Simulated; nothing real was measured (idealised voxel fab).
Module name: voxel wiring stack (process module)
Square cell edge 5 nm, section width 245 nm, ID cut.
Reading order for cross-sections: top band down to bottom band. Underlying form: a grid of square cells. Band size: one or more rows of cells. Basically the band line says how high the top is and how high the bottom is, in nm, and then what's in it from left to right, every material with its width in nm. Empty space shows up as "blank", and if a single material carries "everywhere" it runs the full band edge to edge. Heights are measured from 0, the level below which the as-received wafer is all one material; the lowest band has no bottom and continues downward, written as in "z 0 and below". It should be noted that a width expressed as "30..40" varies in equal increments from row to row of cells within the band, taking the value of the first number at the top row and that of the second number at the bottom row. Reading "no alterations made" for a step: not a cell of the cross-section changed in it. In "Enclosed internal cavities" the enclosed voids are listed, meaning empty spaces of 8 cells or larger without any opening to the top. The form is width x height at distance, distance from the left edge, units nm. Whatever follows a step's settings on its line is a remark the simulator itself makes about that step. On any step carrying a mask, the "overlay nm" setting, if present on the step's line, tells how far right of its planned place the mask lay; negative values point to the left.

# Set out below are the planned steps of the process
step 1: RECEIVE [material Si]
step 2: CONFORMAL_DEP [material SiO2] [thk nm 10]
step 3: CONFORMAL_DEP [material SiN] [thk nm 5]
step 4: DIRECTIONAL_DEP [material SiO2] [thk nm 20]
step 5: DIRECTIONAL_DEP [material aC] [thk nm 10]
step 6: PATTERN [tone open] [mask id METAL_1] [material resist] [width nm 30] [pitch nm 55] [thk nm 25] [overlay nm 0]
step 7: DIRECTIONAL_ETCH [etch materials aC] [depth nm 10]
step 8: STRIP [etch materials resist]
step 9: DIRECTIONAL_ETCH [etch materials SiO2] [depth nm 20]
step 10: DIRECTIONAL_ETCH [etch materials SiN] [depth nm 5]
step 11: STRIP [etch materials aC]
step 12: CONFORMAL_DEP [material TiN] [thk nm 5]
step 13: FILL_DEP [material Ru] [thk nm 5]
step 14: CMP [height nm 35]
step 15: CONFORMAL_DEP [material SiCN] [thk nm 5]
step 16: DIRECTIONAL_DEP [material SiO2] [thk nm 10]
step 17: PATTERN [tone open] [mask id PLUG_1] [material resist] [width nm 15] [pitch nm 55] [thk nm 15] [overlay nm 0]
step 18: DIRECTIONAL_ETCH [etch materials SiO2] [depth nm 10]
step 19: DIRECTIONAL_ETCH [etch materials SiCN] [depth nm 5]
step 20: STRIP [etch materials resist]
step 21: EPI [material Ru] [thk nm 10]
step 22: EPI [material Ru] [thk nm 5]
step 23: DIRECTIONAL_DEP [material TiN] [thk nm 5]
step 24: DIRECTIONAL_DEP [material W] [thk nm 25]
step 25: MASKED_ETCH [tone cover] [mask id METAL_2] [width nm 30] [pitch nm 55] [etch materials W] [depth nm 25] [overlay nm 0]
step 26: MASKED_ETCH [tone cover] [mask id METAL_2] [width nm 30] [pitch nm 55] [etch materials TiN] [depth nm 5] [overlay nm 0]
step 27: CONFORMAL_DEP [material SiN] [thk nm 5]
step 28: FILL_DEP [material lowk] [thk nm 5]
step 29: CMP [height nm 80]
step 30: CONFORMAL_DEP [material SiCN] [thk nm 5]
step 31: DIRECTIONAL_DEP [material SiO2] [thk nm 10]
step 32: MASKED_ETCH [tone open] [mask id PLUG_2] [width nm 15] [pitch nm 55] [etch materials SiO2] [depth nm 10] [overlay nm 0]
step 33: MASKED_ETCH [tone open] [mask id PLUG_2] [width nm 15] [pitch nm 55] [etch materials SiCN] [depth nm 5] [overlay nm 0]
step 34: EPI [material Ru] [thk nm 10]
step 35: EPI [material Ru] [thk nm 5]
step 36: CONFORMAL_DEP [material SiCN] [thk nm 5]
step 37: DIRECTIONAL_DEP [material lowk] [thk nm 25]
step 38: MASKED_ETCH [tone open] [mask id METAL_3] [width nm 30] [pitch nm 55] [etch materials lowk] [depth nm 25] [overlay nm 0]
step 39: MASKED_ETCH [tone open] [mask id METAL_3] [width nm 30] [pitch nm 55] [etch materials SiCN] [depth nm 5] [overlay nm 0]
step 40: CONFORMAL_DEP [material TiN] [thk nm 5]
step 41: FILL_DEP [material W] [thk nm 10]
step 42: CMP [height nm 125]
step 43: CONFORMAL_DEP [material SiCN] [thk nm 5]

# Cross-sectional view of the wafer in its as-received condition, corresponding to the state after step 1
> z 0 and below | Si everywhere
> Enclosed internal cavities: none

# Cross-section at module end, one run error; start and plan unchanged from above
> z 130 to 125 | SiCN everywhere
> z 125 to 100 | lowk (80) / TiN (5) / W (20) / TiN (5) / lowk (25) / TiN (5) / W (20) / TiN (5) / lowk (80)
> z 100 to 95 | SiCN (80) / TiN (30) / SiCN (25) / TiN (30) / SiCN (80)
> z 95 to 85 | SiO2 (75) / Ru (25) / SiO2 (30) / Ru (25) / SiO2 (90)
> z 85 to 80 | SiCN (80) / Ru (15) / SiCN (40) / Ru (15) / SiCN (95)
> z 80 to 55 | lowk (75) / SiN (5) / W (30) / SiN (5) / lowk (15) / SiN (5) / W (30) / SiN (5) / lowk (75)
> z 55 to 50 | SiN (80) / TiN (30) / SiN (25) / TiN (30) / SiN (80)
> z 50 to 40 | SiO2 (80) / Ru (15) / SiO2 (40) / Ru (15) / SiO2 (95)
> z 40 to 35 | SiCN (80) / Ru (15) / SiCN (40) / Ru (15) / SiCN (95)
> z 35 to 15 | SiO2 (80) / TiN (5) / Ru (20) / TiN (5) / SiO2 (25) / TiN (5) / Ru (20) / TiN (5) / SiO2 (80)
> z 15 to 10 | SiN (80) / TiN (30) / SiN (25) / TiN (30) / SiN (80)
> z 10 to 0 | SiO2 everywhere
> z 0 and below | Si everywhere
> Enclosed internal cavities: none
The plan and the run diverged here: contrary to plan, step 32 was performed as MASKED_ETCH [tone open] [mask id PLUG_2] [width nm 25] [pitch nm 55] [etch materials SiO2] [depth nm 10] [overlay nm 0]
